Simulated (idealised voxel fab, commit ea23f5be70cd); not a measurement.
Presented below is a process module, voxel lift off.
The figure presents cross-section cut, which has a width of 285 nm and is divided into square cells with an edge length of 5 nm.
Just so we're on the same page, the cross-sections are grids of square cells, and they're listed out in bands top to bottom, each band one or more rows deep.
In this notation a band is specified by the heights of its top and bottom, in that order and in nm, after which its materials appear from left to right, each paired with its width in nm. The word "everywhere" attached to a single material means that material fills the band from edge to edge; the word "air" stands for empty space.
A quick word on heights: they are counted from 0, and under that level the wafer as it came to us is one material throughout. The lowest band is different from the rest in having no bottom; it simply continues downward, written as in "0 -> down".
The notation "30->40" denotes a width that varies across the rows of cells in the band, beginning at the first number in the top row, finishing at the second number in the bottom row, and changing by an identical amount from each row to the next.
The cross-section has no changed cell in any step marked "no change occurred".
"Sealed internal voids" specifies each empty space that is not open to the top and that occupies no fewer than 8 cells, using the form width x height at distance, the distance measured from the left edge and all three quantities in nm.
Past the settings on a step's line: simulator remark, on that step.
overlay nm: mask right of planned place by this much (step with mask). Neg. = left.

**Process steps - plan**
- 1: RECEIVE [material Si]
- 2: CONFORMAL_DEP [material SiO2] [thk nm 5]
- 3: PATTERN [tone open] [mask id LINES] [material resist] [width nm 15] [pitch nm 30] [thk nm 20] [overlay nm 0]
- 4: DIRECTIONAL_DEP [material Ru] [thk nm 10]
- 5: STRIP [etch materials resist]
- 6: CONFORMAL_DEP [material SiO2] [thk nm 5]

**Concerning the first of two wafers, which was run in accordance with the plan**

**Cross-section, incoming material, after step 1**
    0 -> down: Si everywhere
    Sealed internal voids: none

**after step 2**
    5 -> 0: SiO2 everywhere
    Anything lower than 0 is untouched.

**after step 3**
    25 -> 5: resist: 105, air: 15, resist: 15, air: 15, resist: 15, air: 15, resist: 105
    Anything lower than 5 is untouched.

**after step 4**
    35 -> 25: Ru: 105, air: 15, Ru: 15, air: 15, Ru: 15, air: 15, Ru: 105
    25 -> 15: resist: 105, air: 15, resist: 15, air: 15, resist: 15, air: 15, resist: 105
    15 -> 5: resist: 105, Ru: 15, resist: 15, Ru: 15, resist: 15, Ru: 15, resist: 105
    Anything lower than 5 is untouched.

**after step 5**
    15 -> 5: air: 105, Ru: 15, air: 15, Ru: 15, air: 15, Ru: 15, air: 105
    Anything lower than 5 is untouched.

**after step 6**
    20 -> 15: air: 100, SiO2: 25, air: 5, SiO2: 25, air: 5, SiO2: 25, air: 100
    15 -> 10: air: 100, SiO2: 5, Ru: 15, SiO2: 5, air: 5, SiO2: 5, Ru: 15, SiO2: 5, air: 5, SiO2: 5, Ru: 15, SiO2: 5, air: 100
    10 -> 5: SiO2: 105, Ru: 15, SiO2: 15, Ru: 15, SiO2: 15, Ru: 15, SiO2: 105
    Anything lower than 5 is untouched.

**For the second wafer, take the first wafer's start and plan, then add one mistake made in running it; everything through step 5, that step included, is shared with the first**

**Second wafer cross-section, taken as of the time the plan sets for step 6 to be done**
    30 -> 20: air: 90, SiO2: 105, air: 90
    20 -> 15: SiO2 everywhere
    15 -> 5: SiO2: 105, Ru: 15, SiO2: 15, Ru: 15, SiO2: 15, Ru: 15, SiO2: 105
    Anything lower than 5 is untouched.
In executing the process, a mistake was made relative to the plan: step 6 ran as: CONFORMAL_DEP [material SiO2] [thk nm 15]
End check, counted in cells, second wafer has more or fewer of these materials than the first: SiO2 +126
